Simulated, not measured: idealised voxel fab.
process module | voxel transistor to metal
cross-section cut | 210 nm wide | cells 5 nm
A cross-section is a grid of square cells, given in bands from the top down. A band is one or more rows of cells.
Each band's line starts with the height of the band's top and of its bottom, in nm. Then come its materials from left to right, each with its width in nm. One material with "throughout" fills the band from edge to edge. "air" is empty space.
Height 0 is the level under which the wafer as received is all one material. The lowest band goes on downwards, as in "0 down".
A width such as "30 to 40" changes by the same amount from each row of cells to the next, from the band's top row to its bottom row.
"no change" after a step means that no cell of the cross-section changed.
closed voids: empty space of 8 cells or more with no open way to the top, each as width x height at its distance from the left edge, in nm
after a step's settings: what the simulator itself notes on the step
overlay nm, on a step with a mask: how far to the right of its planned place the mask lay; to the left if negative
Each pair below shows a cross-section before one step and the cross-section after it, down to the lowest band that changed. The line under each pair gives the step between them, with its settings. The pairs can come from different runs of this module on the same starting wafer, so a pair continues from the pair above only where its "before" says so.
before
  25 to 10: SiO2 55 | air 15 | SiO2 70 | air 15 | SiO2 55
  10 to 0: SiO2 55 | air 15 | SiO2 15 | HfO2 5 | TiN 5 | W 20 | TiN 5 | HfO2 5 | SiO2 15 | air 15 | SiO2 55
  0 to -5: SiO2 75 | pSi 10 | HfO2 5 | TiN 30 | HfO2 5 | pSi 10 | SiO2 75
  -5 to -10: SiO2 45 | pSi 40 | HfO2 40 | pSi 40 | SiO2 45
  -10 to -15: SiO2 50 | pSi 35 | Si 40 | pSi 35 | SiO2 50
  -15 to -40: SiO2 50 | Si 110 | SiO2 50
  -40 down: Si throughout
  closed voids: none
after
  30 to 25: TiN 60 | air 5 | TiN 80 | air 5 | TiN 60
  25 to 10: SiO2 55 | TiN 5 | air 5 | TiN 5 | SiO2 70 | TiN 5 | air 5 | TiN 5 | SiO2 55
  10 to 5: SiO2 55 | TiN 5 | air 5 | TiN 5 | SiO2 15 | HfO2 5 | TiN 5 | W 20 | TiN 5 | HfO2 5 | SiO2 15 | TiN 5 | air 5 | TiN 5 | SiO2 55
  5 to 0: SiO2 55 | TiN 15 | SiO2 15 | HfO2 5 | TiN 5 | W 20 | TiN 5 | HfO2 5 | SiO2 15 | TiN 15 | SiO2 55
  below 0: unchanged
  closed voids: none
the step between: op CONFORMAL_DEP | material TiN | thk nm 5
before: the cross-section after the pair above
after
  40 to 30: W throughout
  30 to 25: TiN 60 | W 5 | TiN 80 | W 5 | TiN 60
  25 to 10: SiO2 55 | TiN 5 | W 5 | TiN 5 | SiO2 70 | TiN 5 | W 5 | TiN 5 | SiO2 55
  10 to 5: SiO2 55 | TiN 5 | W 5 | TiN 5 | SiO2 15 | HfO2 5 | TiN 5 | W 20 | TiN 5 | HfO2 5 | SiO2 15 | TiN 5 | W 5 | TiN 5 | SiO2 55
  below 5: unchanged
  closed voids: none
the step between: op FILL_DEP | material W | thk nm 10
before: the cross-section after the pair above
after
  25 to 10: SiO2 55 | TiN 5 | W 5 | TiN 5 | SiO2 70 | TiN 5 | W 5 | TiN 5 | SiO2 55
  below 10: unchanged
  closed voids: none
the step between: op CMP | height nm 25
before: the cross-section after the pair above
after
  30 to 25: SiN throughout
  below 25: unchanged
  closed voids: none
the step between: op CONFORMAL_DEP | material SiN | thk nm 5
before: the cross-section after the pair above
after
  50 to 30: SiO2 throughout
  below 30: unchanged
  closed voids: none
the step between: op DIRECTIONAL_DEP | material SiO2 | thk nm 20
before: the cross-section after the pair above
after
  50 to 30: SiO2 55 | air 15 | SiO2 70 | air 15 | SiO2 55
  below 30: unchanged
  closed voids: none
the step between: op MASKED_ETCH | tone open | mask id METAL_1 | width nm 15 | pitch nm 85 | etch materials SiO2 | depth nm 20 | overlay nm 0
before: the cross-section after the pair above
after
  50 to 30: SiO2 55 | air 15 | SiO2 70 | air 15 | SiO2 55
  30 to 25: SiN 55 | air 15 | SiN 70 | air 15 | SiN 55
  below 25: unchanged
  closed voids: none
the step between: op MASKED_ETCH | tone open | mask id METAL_1 | width nm 15 | pitch nm 85 | etch materials SiN | depth nm 5 | overlay nm 0
before: the cross-section after the pair above
after
  55 to 50: TiN 60 | air 5 | TiN 80 | air 5 | TiN 60
  50 to 30: SiO2 55 | TiN 5 | air 5 | TiN 5 | SiO2 70 | TiN 5 | air 5 | TiN 5 | SiO2 55
  30 to 25: SiN 55 | TiN 15 | SiN 70 | TiN 15 | SiN 55
  below 25: unchanged
  closed voids: none
the step between: op CONFORMAL_DEP | material TiN | thk nm 5
before: the cross-section after the pair above
after
  65 to 55: Cu throughout
  55 to 50: TiN 60 | Cu 5 | TiN 80 | Cu 5 | TiN 60
  50 to 30: SiO2 55 | TiN 5 | Cu 5 | TiN 5 | SiO2 70 | TiN 5 | Cu 5 | TiN 5 | SiO2 55
  below 30: unchanged
  closed voids: none
the step between: op FILL_DEP | material Cu | thk nm 10
before: the cross-section after the pair above
after
  50 to 30: SiO2 55 | TiN 5 | Cu 5 | TiN 5 | SiO2 70 | TiN 5 | Cu 5 | TiN 5 | SiO2 55
  below 30: unchanged
  closed voids: none
the step between: op CMP | height nm 50
before: the cross-section after the pair above
after
  55 to 50: SiCN throughout
  below 50: unchanged
  closed voids: none
the step between: op CONFORMAL_DEP | material SiCN | thk nm 5
before: the cross-section after the pair above
after
  80 to 55: SiO2 throughout
  below 55: unchanged
  closed voids: none
the step between: op DIRECTIONAL_DEP | material SiO2 | thk nm 25
before: the cross-section after the pair above
after
  90 to 80: aC throughout
  below 80: unchanged
  closed voids: none
the step between: op DIRECTIONAL_DEP | material aC | thk nm 10
before: the cross-section after the pair above
after
  120 to 90: resist 55 | air 15 | resist 70 | air 15 | resist 55
  below 90: unchanged
  closed voids: none
the step between: op PATTERN | tone open | mask id METAL_2 | material resist | width nm 15 | pitch nm 85 | thk nm 30 | overlay nm 0
before: the cross-section after the pair above
after
  110 to 90: resist 55 | air 15 | resist 70 | air 15 | resist 55
  90 to 80: aC 55 | air 15 | aC 70 | air 15 | aC 55
  below 80: unchanged
  closed voids: none
the step between: op DIRECTIONAL_ETCH | etch materials aC | depth nm 10
before: the cross-section after the pair above
after
  90 to 80: aC 55 | air 15 | aC 70 | air 15 | aC 55
  below 80: unchanged
  closed voids: none
the step between: op STRIP | etch materials resist
before: the cross-section after the pair above
after
  90 to 80: aC 55 | air 15 | aC 70 | air 15 | aC 55
  80 to 65: SiO2 55 | air 15 | SiO2 70 | air 15 | SiO2 55
  below 65: unchanged
  closed voids: none
the step between: op DIRECTIONAL_ETCH | etch materials SiO2 | depth nm 15
before: the cross-section after the pair above
after
  80 to 65: SiO2 55 | air 15 | SiO2 70 | air 15 | SiO2 55
  below 65: unchanged
  closed voids: none
the step between: op STRIP | etch materials aC
before: the cross-section after the pair above
after
  95 to 80: resist 55 | air 15 | resist 70 | air 15 | resist 55
  below 80: unchanged
  closed voids: none
the step between: op PATTERN | tone open | mask id METAL_2_HOLES | material resist | width nm 15 | pitch nm 85 | thk nm 15 | overlay nm 0
before: the cross-section after the pair above
after
  95 to 80: resist 55 | air 15 | resist 70 | air 15 | resist 55
  80 to 55: SiO2 55 | air 15 | SiO2 70 | air 15 | SiO2 55
  below 55: unchanged
  closed voids: none
the step between: op DIRECTIONAL_ETCH | etch materials SiO2 | depth nm 10
before: the cross-section after the pair above
after
  95 to 80: resist 55 | air 15 | resist 70 | air 15 | resist 55
  80 to 55: SiO2 55 | air 15 | SiO2 70 | air 15 | SiO2 55
  55 to 50: SiCN 55 | air 15 | SiCN 70 | air 15 | SiCN 55
  below 50: unchanged
  closed voids: none
the step between: op DIRECTIONAL_ETCH | etch materials SiCN | depth nm 5
before: the cross-section after the pair above
after
  80 to 55: SiO2 55 | air 15 | SiO2 70 | air 15 | SiO2 55
  below 55: unchanged
  closed voids: none
the step between: op STRIP | etch materials resist
before: the cross-section after the pair above
after
  85 to 80: TiN 60 | air 5 | TiN 80 | air 5 | TiN 60
  80 to 55: SiO2 55 | TiN 5 | air 5 | TiN 5 | SiO2 70 | TiN 5 | air 5 | TiN 5 | SiO2 55
  55 to 50: SiCN 55 | TiN 15 | SiCN 70 | TiN 15 | SiCN 55
  below 50: unchanged
  closed voids: none
the step between: op CONFORMAL_DEP | material TiN | thk nm 5
before: the cross-section after the pair above
after
  90 to 85: Cu throughout
  85 to 80: TiN 60 | Cu 5 | TiN 80 | Cu 5 | TiN 60
  80 to 55: SiO2 55 | TiN 5 | Cu 5 | TiN 5 | SiO2 70 | TiN 5 | Cu 5 | TiN 5 | SiO2 55
  below 55: unchanged
  closed voids: none
the step between: op FILL_DEP | material Cu | thk nm 5
before: the cross-section after the pair above
after
  80 to 55: SiO2 55 | TiN 5 | Cu 5 | TiN 5 | SiO2 70 | TiN 5 | Cu 5 | TiN 5 | SiO2 55
  below 55: unchanged
  closed voids: none
the step between: op CMP | height nm 80
before: the cross-section after the pair above
after
  85 to 80: SiN throughout
  below 80: unchanged
  closed voids: none
the step between: op CONFORMAL_DEP | material SiN | thk nm 5
before
  20 to 10: air 45 | aC 120 | air 45
  10 to 0: air 45 | SiN 120 | air 45
  0 to -5: air 45 | SiO2 120 | air 45
  -5 to -35: air 45 | Si 120 | air 45
  -35 down: Si throughout
  closed voids: none
after
  20 to 10: air 45 | aC 120 | air 45
  10 to 0: air 45 | SiN 120 | air 45
  0 to -5: air 45 | SiO2 120 | air 45
  -5 to -65: air 45 | Si 120 | air 45
  below -65: unchanged
  closed voids: none
the step between: op DIRECTIONAL_ETCH | etch materials Si | depth nm 30
before: the cross-section after the pair above
after
  10 to 0: air 45 | SiN 120 | air 45
  below 0: unchanged
  closed voids: none
the step between: op STRIP | etch materials aC
before: the cross-section after the pair above
after
  10 to 0: air 45 | SiN 120 | air 45
  0 to -5: air 45 | SiO2 120 | air 45
  -5 to -65: air 45 | SiO2 5 | Si 110 | SiO2 5 | air 45
  -65 to -70: SiO2 50 | Si 110 | SiO2 50
  below -70: unchanged
  closed voids: none
the step between: op OXIDIZE | depth nm 5
before: the cross-section after the pair above
after
  15 to 10: SiO2 throughout
  10 to 0: SiO2 45 | SiN 120 | SiO2 45
  0 to -5: SiO2 throughout
  -5 to -70: SiO2 50 | Si 110 | SiO2 50
  below -70: unchanged
  closed voids: none
the step between: op FILL_DEP | material SiO2 | thk nm 5
before: the cross-section after the pair above
after
  10 to 0: SiO2 45 | SiN 120 | SiO2 45
  below 0: unchanged
  closed voids: none
the step between: op CMP | height nm 10
before: the cross-section after the pair above
after
  10 to 5: air 45 | SiN 120 | air 45
  below 5: unchanged
  closed voids: none
the step between: op SELECTIVE_ETCH | etch materials SiO2 | depth nm 5
before: the cross-section after the pair above
after
  5 to 0: SiO2 45 | air 120 | SiO2 45
  below 0: unchanged
  closed voids: none
the step between: op STRIP | etch materials SiN
before: the cross-section after the pair above
after
  0 to -5: SiO2 40 | air 130 | SiO2 40
  below -5: unchanged
  closed voids: none
the step between: op SELECTIVE_ETCH | etch materials SiO2 | depth nm 5
before: the cross-section after the pair above
after
  0 to -5: SiO2 40 | air 130 | SiO2 40
  -5 to -10: SiO2 throughout
  below -10: unchanged
  closed voids: none
the step between: op OXIDIZE | depth nm 5
before: the cross-section after the pair above
after
  20 to 15: polySi 40 | air 130 | polySi 40
  15 to 0: polySi throughout
  0 to -5: SiO2 40 | polySi 130 | SiO2 40
  below -5: unchanged
  closed voids: none
the step between: op DIRECTIONAL_DEP | material polySi | thk nm 20
before: the cross-section after the pair above
after
  30 to 25: SiCN 40 | air 130 | SiCN 40
  25 to 20: SiCN throughout
  20 to 15: polySi 40 | SiCN 130 | polySi 40
  below 15: unchanged
  closed voids: none
the step between: op DIRECTIONAL_DEP | material SiCN | thk nm 10
before: the cross-section after the pair above
after
  40 to 35: aC 40 | air 130 | aC 40
  35 to 30: aC throughout
  30 to 25: SiCN 40 | aC 130 | SiCN 40
  below 25: unchanged
  closed voids: none
the step between: op DIRECTIONAL_DEP | material aC | thk nm 10
before: the cross-section after the pair above
after
  70 to 40: air 90 | resist 30 | air 90
  40 to 35: aC 40 | air 50 | resist 30 | air 50 | aC 40
  below 35: unchanged
  closed voids: none
the step between: op PATTERN | tone cover | mask id GATE | material resist | width nm 30 | thk nm 30 | overlay nm 0
before: the cross-section after the pair above
after
  60 to 35: air 90 | resist 30 | air 90
  35 to 30: air 90 | aC 30 | air 90
  30 to 25: SiCN 40 | air 50 | aC 30 | air 50 | SiCN 40
  below 25: unchanged
  closed voids: none
the step between: op DIRECTIONAL_ETCH | etch materials aC | depth nm 10
before: the cross-section after the pair above
after
  35 to 30: air 90 | aC 30 | air 90
  below 30: unchanged
  closed voids: none
the step between: op STRIP | etch materials resist
before: the cross-section after the pair above
after
  35 to 25: air 90 | aC 30 | air 90
  25 to 20: air 90 | SiCN 30 | air 90
  20 to 15: polySi 40 | air 50 | SiCN 30 | air 50 | polySi 40
  below 15: unchanged
  closed voids: none
the step between: op DIRECTIONAL_ETCH | etch materials SiCN | depth nm 20
before: the cross-section after the pair above
after
  35 to 25: air 90 | aC 30 | air 90
  25 to 15: air 90 | SiCN 30 | air 90
  15 to 0: air 90 | polySi 30 | air 90
  0 to -5: SiO2 40 | air 50 | polySi 30 | air 50 | SiO2 40
  below -5: unchanged
  closed voids: none
the step between: op DIRECTIONAL_ETCH | etch materials polySi | depth nm 30
before: the cross-section after the pair above
after
  25 to 15: air 90 | SiCN 30 | air 90
  below 15: unchanged
  closed voids: none
the step between: op STRIP | etch materials aC
before: the cross-section after the pair above
after
  30 to 25: air 85 | SiO2 40 | air 85
  25 to 15: air 85 | SiO2 5 | SiCN 30 | SiO2 5 | air 85
  15 to 5: air 85 | SiO2 5 | polySi 30 | SiO2 5 | air 85
  5 to 0: SiO2 45 | air 40 | SiO2 5 | polySi 30 | SiO2 5 | air 40 | SiO2 45
  0 to -5: SiO2 90 | polySi 30 | SiO2 90
  below -5: unchanged
  closed voids: none
the step between: op CONFORMAL_DEP | material SiO2 | thk nm 5
before: the cross-section after the pair above
after
  25 to 15: air 85 | SiO2 5 | SiCN 30 | SiO2 5 | air 85
  15 to 0: air 85 | SiO2 5 | polySi 30 | SiO2 5 | air 85
  0 to -5: SiO2 45 | air 40 | SiO2 5 | polySi 30 | SiO2 5 | air 40 | SiO2 45
  below -5: unchanged
  closed voids: none
the step between: op DIRECTIONAL_ETCH | etch materials SiO2 | depth nm 5
before: the cross-section after the pair above
after
  35 to 25: air 75 | SiN 60 | air 75
  25 to 15: air 75 | SiN 10 | SiO2 5 | SiCN 30 | SiO2 5 | SiN 10 | air 75
  15 to 10: air 75 | SiN 10 | SiO2 5 | polySi 30 | SiO2 5 | SiN 10 | air 75
  10 to 5: SiN 55 | air 20 | SiN 10 | SiO2 5 | polySi 30 | SiO2 5 | SiN 10 | air 20 | SiN 55
  5 to 0: SiN 85 | SiO2 5 | polySi 30 | SiO2 5 | SiN 85
  0 to -5: SiO2 45 | SiN 40 | SiO2 5 | polySi 30 | SiO2 5 | SiN 40 | SiO2 45
  below -5: unchanged
  closed voids: none
the step between: op CONFORMAL_DEP | material SiN | thk nm 10
before: the cross-section after the pair above
after
  25 to 15: air 75 | SiN 10 | SiO2 5 | SiCN 30 | SiO2 5 | SiN 10 | air 75
  15 to 0: air 75 | SiN 10 | SiO2 5 | polySi 30 | SiO2 5 | SiN 10 | air 75
  0 to -5: SiO2 45 | SiN 10 | air 20 | SiN 10 | SiO2 5 | polySi 30 | SiO2 5 | SiN 10 | air 20 | SiN 10 | SiO2 45
  below -5: unchanged
  closed voids: none
the step between: op DIRECTIONAL_ETCH | etch materials SiN | depth nm 10
before: the cross-section after the pair above
after
  25 to 20: air 75 | SiN 10 | air 5 | SiCN 30 | air 5 | SiN 10 | air 75
  20 to 15: air 75 | SiN 10 | SiO2 5 | SiCN 30 | SiO2 5 | SiN 10 | air 75
  15 to 0: air 75 | SiN 10 | SiO2 5 | polySi 30 | SiO2 5 | SiN 10 | air 75
  0 to -5: air 45 | SiN 10 | air 20 | SiN 10 | SiO2 5 | polySi 30 | SiO2 5 | SiN 10 | air 20 | SiN 10 | air 45
  -5 to -10: SiO2 55 | air 20 | SiO2 60 | air 20 | SiO2 55
  below -10: unchanged
  closed voids: none
the step between: op DIRECTIONAL_ETCH | etch materials SiO2 | depth nm 5
before: the cross-section after the pair above
after
  25 to 20: air 75 | SiN 10 | air 5 | SiCN 30 | air 5 | SiN 10 | air 75
  20 to 15: air 75 | SiN 10 | SiO2 5 | SiCN 30 | SiO2 5 | SiN 10 | air 75
  15 to 0: air 75 | SiN 10 | SiO2 5 | polySi 30 | SiO2 5 | SiN 10 | air 75
  0 to -5: air 45 | SiN 10 | air 20 | SiN 10 | SiO2 5 | polySi 30 | SiO2 5 | SiN 10 | air 20 | SiN 10 | air 45
  -5 to -10: SiO2 55 | air 20 | SiO2 60 | air 20 | SiO2 55
  -10 to -15: SiO2 50 | Si 5 | air 20 | Si 60 | air 20 | Si 5 | SiO2 50
  below -15: unchanged
  closed voids: none
the step between: op DIRECTIONAL_ETCH | etch materials Si | depth nm 5
before: the cross-section after the pair above
after
  25 to 20: air 75 | SiN 10 | air 5 | SiCN 30 | air 5 | SiN 10 | air 75
  20 to 15: air 75 | SiN 10 | SiO2 5 | SiCN 30 | SiO2 5 | SiN 10 | air 75
  15 to 0: air 75 | SiN 10 | SiO2 5 | polySi 30 | SiO2 5 | SiN 10 | air 75
  0 to -5: air 45 | SiN 10 | pSi 20 | SiN 10 | SiO2 5 | polySi 30 | SiO2 5 | SiN 10 | pSi 20 | SiN 10 | air 45
  -5 to -10: SiO2 55 | pSi 20 | SiO2 60 | pSi 20 | SiO2 55
  -10 to -15: SiO2 50 | Si 5 | pSi 20 | Si 60 | pSi 20 | Si 5 | SiO2 50
  below -15: unchanged
  closed voids: none
the step between: op EPI | material pSi | thk nm 10
before: the cross-section after the pair above
after
  35 to 25: SiO2 throughout
  25 to 15: SiO2 75 | SiN 10 | SiO2 5 | SiCN 30 | SiO2 5 | SiN 10 | SiO2 75
  15 to 0: SiO2 75 | SiN 10 | SiO2 5 | polySi 30 | SiO2 5 | SiN 10 | SiO2 75
  0 to -5: SiO2 45 | SiN 10 | pSi 20 | SiN 10 | SiO2 5 | polySi 30 | SiO2 5 | SiN 10 | pSi 20 | SiN 10 | SiO2 45
  below -5: unchanged
  closed voids: none
the step between: op FILL_DEP | material SiO2 | thk nm 10
before: the cross-section after the pair above
after
  15 to 0: SiO2 75 | SiN 10 | SiO2 5 | polySi 30 | SiO2 5 | SiN 10 | SiO2 75
  below 0: unchanged
  closed voids: none
the step between: op CMP | height nm 15
before: the cross-section after the pair above
after
  15 to 0: SiO2 75 | SiN 10 | SiO2 5 | air 30 | SiO2 5 | SiN 10 | SiO2 75
  0 to -5: SiO2 45 | SiN 10 | pSi 20 | SiN 10 | SiO2 5 | air 30 | SiO2 5 | SiN 10 | pSi 20 | SiN 10 | SiO2 45
  below -5: unchanged
  closed voids: none
the step between: op STRIP | etch materials polySi
before: the cross-section after the pair above
after
  15 to 10: air 75 | SiN 10 | air 40 | SiN 10 | air 75
  10 to 0: SiO2 75 | SiN 10 | air 40 | SiN 10 | SiO2 75
  0 to -5: SiO2 45 | SiN 10 | pSi 20 | SiN 10 | air 40 | SiN 10 | pSi 20 | SiN 10 | SiO2 45
  -5 to -10: SiO2 55 | pSi 20 | SiO2 10 | air 40 | SiO2 10 | pSi 20 | SiO2 55
  below -10: unchanged
  closed voids: none
the step between: op SELECTIVE_ETCH | etch materials SiO2 | depth nm 5
before: the cross-section after the pair above
after
  20 to 15: air 70 | HfO2 20 | air 30 | HfO2 20 | air 70
  15 to 10: HfO2 75 | SiN 10 | HfO2 5 | air 30 | HfO2 5 | SiN 10 | HfO2 75
  10 to 0: SiO2 75 | SiN 10 | HfO2 5 | air 30 | HfO2 5 | SiN 10 | SiO2 75
  0 to -5: SiO2 45 | SiN 10 | pSi 20 | SiN 10 | HfO2 5 | air 30 | HfO2 5 | SiN 10 | pSi 20 | SiN 10 | SiO2 45
  -5 to -10: SiO2 55 | pSi 20 | SiO2 10 | HfO2 40 | SiO2 10 | pSi 20 | SiO2 55
  below -10: unchanged
  closed voids: none
the step between: op CONFORMAL_DEP | material HfO2 | thk nm 5
before: the cross-section after the pair above
after
  25 to 20: air 65 | TiN 30 | air 20 | TiN 30 | air 65
  20 to 15: TiN 70 | HfO2 20 | TiN 5 | air 20 | TiN 5 | HfO2 20 | TiN 70
  15 to 10: HfO2 75 | SiN 10 | HfO2 5 | TiN 5 | air 20 | TiN 5 | HfO2 5 | SiN 10 | HfO2 75
  10 to 0: SiO2 75 | SiN 10 | HfO2 5 | TiN 5 | air 20 | TiN 5 | HfO2 5 | SiN 10 | SiO2 75
  0 to -5: SiO2 45 | SiN 10 | pSi 20 | SiN 10 | HfO2 5 | TiN 30 | HfO2 5 | SiN 10 | pSi 20 | SiN 10 | SiO2 45
  below -5: unchanged
  closed voids: none
the step between: op CONFORMAL_DEP | material TiN | thk nm 5
before: the cross-section after the pair above
after
  35 to 25: W throughout
  25 to 20: W 65 | TiN 30 | W 20 | TiN 30 | W 65
  20 to 15: TiN 70 | HfO2 20 | TiN 5 | W 20 | TiN 5 | HfO2 20 | TiN 70
  15 to 10: HfO2 75 | SiN 10 | HfO2 5 | TiN 5 | W 20 | TiN 5 | HfO2 5 | SiN 10 | HfO2 75
  10 to 0: SiO2 75 | SiN 10 | HfO2 5 | TiN 5 | W 20 | TiN 5 | HfO2 5 | SiN 10 | SiO2 75
  below 0: unchanged
  closed voids: none
the step between: op FILL_DEP | material W | thk nm 10
before: the cross-section after the pair above
after
  10 to 0: SiO2 75 | SiN 10 | HfO2 5 | TiN 5 | W 20 | TiN 5 | HfO2 5 | SiN 10 | SiO2 75
  below 0: unchanged
  closed voids: none
the step between: op CMP | height nm 10
before: the cross-section after the pair above
after
  25 to 10: SiO2 throughout
  below 10: unchanged
  closed voids: none
the step between: op DIRECTIONAL_DEP | material SiO2 | thk nm 15
before: the cross-section after the pair above
after
  40 to 25: aC throughout
  below 25: unchanged
  closed voids: none
the step between: op DIRECTIONAL_DEP | material aC | thk nm 15
before: the cross-section after the pair above
after
  75 to 40: resist 55 | air 15 | resist 70 | air 15 | resist 55
  below 40: unchanged
  closed voids: none
the step between: op PATTERN | tone open | mask id CONTACT | material resist | width nm 15 | pitch nm 85 | thk nm 35 | overlay nm 0
before: the cross-section after the pair above
after
  60 to 40: resist 55 | air 15 | resist 70 | air 15 | resist 55
  40 to 25: aC 55 | air 15 | aC 70 | air 15 | aC 55
  below 25: unchanged
  closed voids: none
the step between: op DIRECTIONAL_ETCH | etch materials aC | depth nm 15
before: the cross-section after the pair above
after
  40 to 25: aC 55 | air 15 | aC 70 | air 15 | aC 55
  below 25: unchanged
  closed voids: none
the step between: op STRIP | etch materials resist
before: the cross-section after the pair above
after
  40 to 25: aC 55 | air 15 | aC 70 | air 15 | aC 55
  25 to 10: SiO2 55 | air 15 | SiO2 70 | air 15 | SiO2 55
  10 to 0: SiO2 55 | air 15 | SiO2 5 | SiN 10 | HfO2 5 | TiN 5 | W 20 | TiN 5 | HfO2 5 | SiN 10 | SiO2 5 | air 15 | SiO2 55
  below 0: unchanged
  closed voids: none
the step between: op DIRECTIONAL_ETCH | etch materials SiO2 | depth nm 25
before: the cross-section after the pair above
after
  25 to 10: SiO2 55 | air 15 | SiO2 70 | air 15 | SiO2 55
  below 10: unchanged
  closed voids: none
the step between: op STRIP | etch materials aC
before: the cross-section after the pair above
after
  30 to 25: TiN 60 | air 5 | TiN 80 | air 5 | TiN 60
  25 to 10: SiO2 55 | TiN 5 | air 5 | TiN 5 | SiO2 70 | TiN 5 | air 5 | TiN 5 | SiO2 55
  10 to 5: SiO2 55 | TiN 5 | air 5 | TiN 5 | SiO2 5 | SiN 10 | HfO2 5 | TiN 5 | W 20 | TiN 5 | HfO2 5 | SiN 10 | SiO2 5 | TiN 5 | air 5 | TiN 5 | SiO2 55
  5 to 0: SiO2 55 | TiN 15 | SiO2 5 | SiN 10 | HfO2 5 | TiN 5 | W 20 | TiN 5 | HfO2 5 | SiN 10 | SiO2 5 | TiN 15 | SiO2 55
  below 0: unchanged
  closed voids: none
the step between: op CONFORMAL_DEP | material TiN | thk nm 5
before: the cross-section after the pair above
after
  40 to 30: W throughout
  30 to 25: TiN 60 | W 5 | TiN 80 | W 5 | TiN 60
  25 to 10: SiO2 55 | TiN 5 | W 5 | TiN 5 | SiO2 70 | TiN 5 | W 5 | TiN 5 | SiO2 55
  10 to 5: SiO2 55 | TiN 5 | W 5 | TiN 5 | SiO2 5 | SiN 10 | HfO2 5 | TiN 5 | W 20 | TiN 5 | HfO2 5 | SiN 10 | SiO2 5 | TiN 5 | W 5 | TiN 5 | SiO2 55
  below 5: unchanged
  closed voids: none
the step between: op FILL_DEP | material W | thk nm 10
before: the cross-section after the pair above
after
  25 to 10: SiO2 55 | TiN 5 | W 5 | TiN 5 | SiO2 70 | TiN 5 | W 5 | TiN 5 | SiO2 55
  below 10: unchanged
  closed voids: none
the step between: op CMP | height nm 25
before: the cross-section after the pair above
after
  30 to 25: SiN throughout
  below 25: unchanged
  closed voids: none
the step between: op CONFORMAL_DEP | material SiN | thk nm 5
before: the cross-section after the pair above
after
  50 to 30: SiO2 throughout
  below 30: unchanged
  closed voids: none
the step between: op DIRECTIONAL_DEP | material SiO2 | thk nm 20
before: the cross-section after the pair above
after
  50 to 30: SiO2 55 | air 15 | SiO2 70 | air 15 | SiO2 55
  below 30: unchanged
  closed voids: none
the step between: op MASKED_ETCH | tone open | mask id METAL_1 | width nm 15 | pitch nm 85 | etch materials SiO2 | depth nm 20 | overlay nm 0
before: the cross-section after the pair above
after
  50 to 30: SiO2 55 | air 15 | SiO2 70 | air 15 | SiO2 55
  30 to 25: SiN 55 | air 15 | SiN 70 | air 15 | SiN 55
  below 25: unchanged
  closed voids: none
the step between: op MASKED_ETCH | tone open | mask id METAL_1 | width nm 15 | pitch nm 85 | etch materials SiN | depth nm 5 | overlay nm 0
before: the cross-section after the pair above
after
  55 to 50: TiN 60 | air 5 | TiN 80 | air 5 | TiN 60
  50 to 30: SiO2 55 | TiN 5 | air 5 | TiN 5 | SiO2 70 | TiN 5 | air 5 | TiN 5 | SiO2 55
  30 to 25: SiN 55 | TiN 15 | SiN 70 | TiN 15 | SiN 55
  below 25: unchanged
  closed voids: none
the step between: op CONFORMAL_DEP | material TiN | thk nm 5
before: the cross-section after the pair above
after
  65 to 55: Cu throughout
  55 to 50: TiN 60 | Cu 5 | TiN 80 | Cu 5 | TiN 60
  50 to 30: SiO2 55 | TiN 5 | Cu 5 | TiN 5 | SiO2 70 | TiN 5 | Cu 5 | TiN 5 | SiO2 55
  below 30: unchanged
  closed voids: none
the step between: op FILL_DEP | material Cu | thk nm 10
before: the cross-section after the pair above
after
  50 to 30: SiO2 55 | TiN 5 | Cu 5 | TiN 5 | SiO2 70 | TiN 5 | Cu 5 | TiN 5 | SiO2 55
  below 30: unchanged
  closed voids: none
the step between: op CMP | height nm 50
before: the cross-section after the pair above
after
  55 to 50: SiCN throughout
  below 50: unchanged
  closed voids: none
the step between: op CONFORMAL_DEP | material SiCN | thk nm 5
before: the cross-section after the pair above
after
  80 to 55: SiO2 throughout
  below 55: unchanged
  closed voids: none
the step between: op DIRECTIONAL_DEP | material SiO2 | thk nm 25
before: the cross-section after the pair above
after
  90 to 80: aC throughout
  below 80: unchanged
  closed voids: none
the step between: op DIRECTIONAL_DEP | material aC | thk nm 10
before: the cross-section after the pair above
after
  120 to 90: resist 55 | air 15 | resist 70 | air 15 | resist 55
  below 90: unchanged
  closed voids: none
the step between: op PATTERN | tone open | mask id METAL_2 | material resist | width nm 15 | pitch nm 85 | thk nm 30 | overlay nm 0
before: the cross-section after the pair above
after
  110 to 90: resist 55 | air 15 | resist 70 | air 15 | resist 55
  90 to 80: aC 55 | air 15 | aC 70 | air 15 | aC 55
  below 80: unchanged
  closed voids: none
the step between: op DIRECTIONAL_ETCH | etch materials aC | depth nm 10
before: the cross-section after the pair above
after
  90 to 80: aC 55 | air 15 | aC 70 | air 15 | aC 55
  below 80: unchanged
  closed voids: none
the step between: op STRIP | etch materials resist
before: the cross-section after the pair above
after
  90 to 80: aC 55 | air 15 | aC 70 | air 15 | aC 55
  80 to 65: SiO2 55 | air 15 | SiO2 70 | air 15 | SiO2 55
  below 65: unchanged
  closed voids: none
the step between: op DIRECTIONAL_ETCH | etch materials SiO2 | depth nm 15
before: the cross-section after the pair above
after
  80 to 65: SiO2 55 | air 15 | SiO2 70 | air 15 | SiO2 55
  below 65: unchanged
  closed voids: none
the step between: op STRIP | etch materials aC
before: the cross-section after the pair above
after
  95 to 80: resist 55 | air 15 | resist 70 | air 15 | resist 55
  below 80: unchanged
  closed voids: none
the step between: op PATTERN | tone open | mask id METAL_2_HOLES | material resist | width nm 15 | pitch nm 85 | thk nm 15 | overlay nm 0
before: the cross-section after the pair above
after
  95 to 80: resist 55 | air 15 | resist 70 | air 15 | resist 55
  80 to 55: SiO2 55 | air 15 | SiO2 70 | air 15 | SiO2 55
  below 55: unchanged
  closed voids: none
the step between: op DIRECTIONAL_ETCH | etch materials SiO2 | depth nm 10
before: the cross-section after the pair above
after
  95 to 80: resist 55 | air 15 | resist 70 | air 15 | resist 55
  80 to 55: SiO2 55 | air 15 | SiO2 70 | air 15 | SiO2 55
  55 to 50: SiCN 55 | air 15 | SiCN 70 | air 15 | SiCN 55
  below 50: unchanged
  closed voids: none
the step between: op DIRECTIONAL_ETCH | etch materials SiCN | depth nm 5
before: the cross-section after the pair above
after
  80 to 55: SiO2 55 | air 15 | SiO2 70 | air 15 | SiO2 55
  below 55: unchanged
  closed voids: none
the step between: op STRIP | etch materials resist
before: the cross-section after the pair above
after
  85 to 80: TiN 60 | air 5 | TiN 80 | air 5 | TiN 60
  80 to 55: SiO2 55 | TiN 5 | air 5 | TiN 5 | SiO2 70 | TiN 5 | air 5 | TiN 5 | SiO2 55
  55 to 50: SiCN 55 | TiN 15 | SiCN 70 | TiN 15 | SiCN 55
  below 50: unchanged
  closed voids: none
the step between: op CONFORMAL_DEP | material TiN | thk nm 5
